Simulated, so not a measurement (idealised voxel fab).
process module | voxel air gaps
Cross-section cut spans 165 nm and uses square cells 5 nm in size.
Reading order for cross-sections: top band down to bottom band. Underlying form: a grid of square cells. Band size: one or more rows of cells. It is stipulated that each band's entry specify, in nanometres, the height of the top of the band and then that of its bottom, followed by the materials of the band in left-to-right sequence, each together with its width in nanometres. A single material marked by the word "throughout" is understood to fill the band from edge to edge; the word "empty" is understood to denote empty space. Heights are measured from 0, the level below which the as-received wafer is all one material; the lowest band has no bottom and continues downward, written as in "top 0, no bottom". Per-row width for "30->40": begins at first number (top row of band), ends at second number (bottom row), increment between rows held constant. "no alterations made" means the step left every cell of the cross-section as it was. In the "Unvented voids" entry, you get each enclosed empty space of 8 cells or more, one with no open way to the top, written width x height at distance, distance from the left edge, in nm. Anything after a step's settings on that line? It's the simulator's own note about the step. If you see "overlay nm" on a step's line and that step has a mask, it's telling you how far right of where it was planned the mask ended up; a negative number means it went left instead.
THIS SECTION LISTS THE PROCESS STEPS THAT WERE PLANNED
| 1 | RECEIVE | material Si |
| 2 | CONFORMAL_DEP | material SiO2 | thk nm 10 |
| 3 | CONFORMAL_DEP | material SiN | thk nm 5 |
| 4 | DIRECTIONAL_DEP | material lowk | thk nm 35 |
| 5 | PATTERN | tone open | mask id LINES | material resist | width nm 15 | pitch nm 40 | thk nm 15 | overlay nm 0 |
| 6 | DIRECTIONAL_ETCH | etch materials lowk | depth nm 35 |
| 7 | STRIP | etch materials resist |
| 8 | CONFORMAL_DEP | material TiN | thk nm 5 |
| 9 | FILL_DEP | material W | thk nm 5 |
| 10 | CMP | height nm 50 |
| 11 | EPI | material Ru | thk nm 10 |
| 12 | SELECTIVE_ETCH | etch materials lowk | depth nm 45 |
| 13 | CONFORMAL_DEP | material SiCN | thk nm 5 |
FIRST OF TWO WAFERS, PROCESSED ACCORDING TO PLAN
THE CROSS-SECTION HERE SHOWS THE WAFER AS RECEIVED, I.E. IN ITS STATE AFTER STEP 1
* top 0, no bottom: Si throughout
* Unvented voids: none
AFTER STEP 2, IN CROSS-SECTION
* top 10, bottom 0: SiO2 throughout
* Whatever lies below 0 is exactly as it was before.
AFTER STEP 3, IN CROSS-SECTION
* top 15, bottom 10: SiN throughout
* Whatever lies below 10 is exactly as it was before.
AFTER STEP 4, IN CROSS-SECTION
* top 50, bottom 15: lowk throughout
* Whatever lies below 15 is exactly as it was before.
AFTER STEP 5, IN CROSS-SECTION
* top 65, bottom 50: resist 35; empty 15; resist 25; empty 15; resist 25; empty 15; resist 35
* Whatever lies below 50 is exactly as it was before.
AFTER STEP 6, IN CROSS-SECTION
* top 65, bottom 50: resist 35; empty 15; resist 25; empty 15; resist 25; empty 15; resist 35
* top 50, bottom 15: lowk 35; empty 15; lowk 25; empty 15; lowk 25; empty 15; lowk 35
* Whatever lies below 15 is exactly as it was before.
AFTER STEP 7, IN CROSS-SECTION
* top 50, bottom 15: lowk 35; empty 15; lowk 25; empty 15; lowk 25; empty 15; lowk 35
* Whatever lies below 15 is exactly as it was before.
AFTER STEP 8, IN CROSS-SECTION
* top 55, bottom 50: TiN 40; empty 5; TiN 35; empty 5; TiN 35; empty 5; TiN 40
* top 50, bottom 20: lowk 35; TiN 5; empty 5; TiN 5; lowk 25; TiN 5; empty 5; TiN 5; lowk 25; TiN 5; empty 5; TiN 5; lowk 35
* top 20, bottom 15: lowk 35; TiN 15; lowk 25; TiN 15; lowk 25; TiN 15; lowk 35
* Whatever lies below 15 is exactly as it was before.
AFTER STEP 9, IN CROSS-SECTION
* top 60, bottom 55: W throughout
* top 55, bottom 50: TiN 40; W 5; TiN 35; W 5; TiN 35; W 5; TiN 40
* top 50, bottom 20: lowk 35; TiN 5; W 5; TiN 5; lowk 25; TiN 5; W 5; TiN 5; lowk 25; TiN 5; W 5; TiN 5; lowk 35
* Whatever lies below 20 is exactly as it was before.
AFTER STEP 10, IN CROSS-SECTION
* top 50, bottom 20: lowk 35; TiN 5; W 5; TiN 5; lowk 25; TiN 5; W 5; TiN 5; lowk 25; TiN 5; W 5; TiN 5; lowk 35
* Whatever lies below 20 is exactly as it was before.
AFTER STEP 11, IN CROSS-SECTION
* top 60, bottom 50: empty 25; Ru 35; empty 5; Ru 35; empty 5; Ru 35; empty 25
* Whatever lies below 50 is exactly as it was before.
AFTER STEP 12, IN CROSS-SECTION
* top 60, bottom 50: empty 25; Ru 35; empty 5; Ru 35; empty 5; Ru 35; empty 25
* top 50, bottom 20: empty 35; TiN 5; W 5; TiN 5; empty 25; TiN 5; W 5; TiN 5; empty 25; TiN 5; W 5; TiN 5; empty 35
* top 20, bottom 15: empty 35; TiN 15; empty 25; TiN 15; empty 25; TiN 15; empty 35
* Whatever lies below 15 is exactly as it was before.
AFTER STEP 13, IN CROSS-SECTION
* top 65, bottom 60: empty 20; SiCN 125; empty 20
* top 60, bottom 50: empty 20; SiCN 5; Ru 35; SiCN 5; Ru 35; SiCN 5; Ru 35; SiCN 5; empty 20
* top 50, bottom 45: empty 20; SiCN 15; TiN 5; W 5; TiN 5; SiCN 25; TiN 5; W 5; TiN 5; SiCN 25; TiN 5; W 5; TiN 5; SiCN 15; empty 20
* top 45, bottom 20: empty 30; SiCN 5; TiN 5; W 5; TiN 5; SiCN 5; empty 15; SiCN 5; TiN 5; W 5; TiN 5; SiCN 5; empty 15; SiCN 5; TiN 5; W 5; TiN 5; SiCN 5; empty 30
* top 20, bottom 15: SiCN 35; TiN 15; SiCN 25; TiN 15; SiCN 25; TiN 15; SiCN 35
* Whatever lies below 15 is exactly as it was before.
* Unvented voids: 15 x 25 at 55; 15 x 25 at 95
WAFER TWO. SAME START, SAME PLAN, ONE SLIP IN EXECUTION. SAME AS WAFER ONE THROUGH STEP 1, INCLUSIVE
CROSS-SECTION, SECOND WAFER, AT THE END TIME THE PLAN GIVES FOR STEP 2
* top 5, bottom 0: SiN throughout
* Whatever lies below 0 is exactly as it was before.
CROSS-SECTION, SECOND WAFER, AT THE END TIME THE PLAN GIVES FOR STEP 3
* top 15, bottom 5: SiO2 throughout
* Whatever lies below 5 is exactly as it was before.
CROSS-SECTION, SECOND WAFER, AT THE END TIME THE PLAN GIVES FOR STEP 4
* top 50, bottom 15: lowk throughout
* Whatever lies below 15 is exactly as it was before.
CROSS-SECTION, SECOND WAFER, AT THE END TIME THE PLAN GIVES FOR STEP 5
* top 65, bottom 50: resist 35; empty 15; resist 25; empty 15; resist 25; empty 15; resist 35
* Whatever lies below 50 is exactly as it was before.
CROSS-SECTION, SECOND WAFER, AT THE END TIME THE PLAN GIVES FOR STEP 6
* top 65, bottom 50: resist 35; empty 15; resist 25; empty 15; resist 25; empty 15; resist 35
* top 50, bottom 15: lowk 35; empty 15; lowk 25; empty 15; lowk 25; empty 15; lowk 35
* Whatever lies below 15 is exactly as it was before.
CROSS-SECTION, SECOND WAFER, AT THE END TIME THE PLAN GIVES FOR STEP 7
* top 50, bottom 15: lowk 35; empty 15; lowk 25; empty 15; lowk 25; empty 15; lowk 35
* Whatever lies below 15 is exactly as it was before.
CROSS-SECTION, SECOND WAFER, AT THE END TIME THE PLAN GIVES FOR STEP 8
* top 55, bottom 50: TiN 40; empty 5; TiN 35; empty 5; TiN 35; empty 5; TiN 40
* top 50, bottom 20: lowk 35; TiN 5; empty 5; TiN 5; lowk 25; TiN 5; empty 5; TiN 5; lowk 25; TiN 5; empty 5; TiN 5; lowk 35
* top 20, bottom 15: lowk 35; TiN 15; lowk 25; TiN 15; lowk 25; TiN 15; lowk 35
* Whatever lies below 15 is exactly as it was before.
CROSS-SECTION, SECOND WAFER, AT THE END TIME THE PLAN GIVES FOR STEP 9
* top 60, bottom 55: W throughout
* top 55, bottom 50: TiN 40; W 5; TiN 35; W 5; TiN 35; W 5; TiN 40
* top 50, bottom 20: lowk 35; TiN 5; W 5; TiN 5; lowk 25; TiN 5; W 5; TiN 5; lowk 25; TiN 5; W 5; TiN 5; lowk 35
* Whatever lies below 20 is exactly as it was before.
CROSS-SECTION, SECOND WAFER, AT THE END TIME THE PLAN GIVES FOR STEP 10
* top 50, bottom 20: lowk 35; TiN 5; W 5; TiN 5; lowk 25; TiN 5; W 5; TiN 5; lowk 25; TiN 5; W 5; TiN 5; lowk 35
* Whatever lies below 20 is exactly as it was before.
CROSS-SECTION, SECOND WAFER, AT THE END TIME THE PLAN GIVES FOR STEP 11
* top 60, bottom 50: empty 25; Ru 35; empty 5; Ru 35; empty 5; Ru 35; empty 25
* Whatever lies below 50 is exactly as it was before.
CROSS-SECTION, SECOND WAFER, AT THE END TIME THE PLAN GIVES FOR STEP 12
* top 60, bottom 50: empty 25; Ru 35; empty 5; Ru 35; empty 5; Ru 35; empty 25
* top 50, bottom 20: empty 35; TiN 5; W 5; TiN 5; empty 25; TiN 5; W 5; TiN 5; empty 25; TiN 5; W 5; TiN 5; empty 35
* top 20, bottom 15: empty 35; TiN 15; empty 25; TiN 15; empty 25; TiN 15; empty 35
* Whatever lies below 15 is exactly as it was before.
CROSS-SECTION, SECOND WAFER, AT THE END TIME THE PLAN GIVES FOR STEP 13
* top 65, bottom 60: empty 20; SiCN 125; empty 20
* top 60, bottom 50: empty 20; SiCN 5; Ru 35; SiCN 5; Ru 35; SiCN 5; Ru 35; SiCN 5; empty 20
* top 50, bottom 45: empty 20; SiCN 15; TiN 5; W 5; TiN 5; SiCN 25; TiN 5; W 5; TiN 5; SiCN 25; TiN 5; W 5; TiN 5; SiCN 15; empty 20
* top 45, bottom 20: empty 30; SiCN 5; TiN 5; W 5; TiN 5; SiCN 5; empty 15; SiCN 5; TiN 5; W 5; TiN 5; SiCN 5; empty 15; SiCN 5; TiN 5; W 5; TiN 5; SiCN 5; empty 30
* top 20, bottom 15: SiCN 35; TiN 15; SiCN 25; TiN 15; SiCN 25; TiN 15; SiCN 35
* Whatever lies below 15 is exactly as it was before.
* Unvented voids: 15 x 25 at 55; 15 x 25 at 95
What was done differently from what was planned? plan steps 2 and 3 run swapped
So at the finish, the second wafer's got exactly as many cells of each material as the first, just not in the same spots.
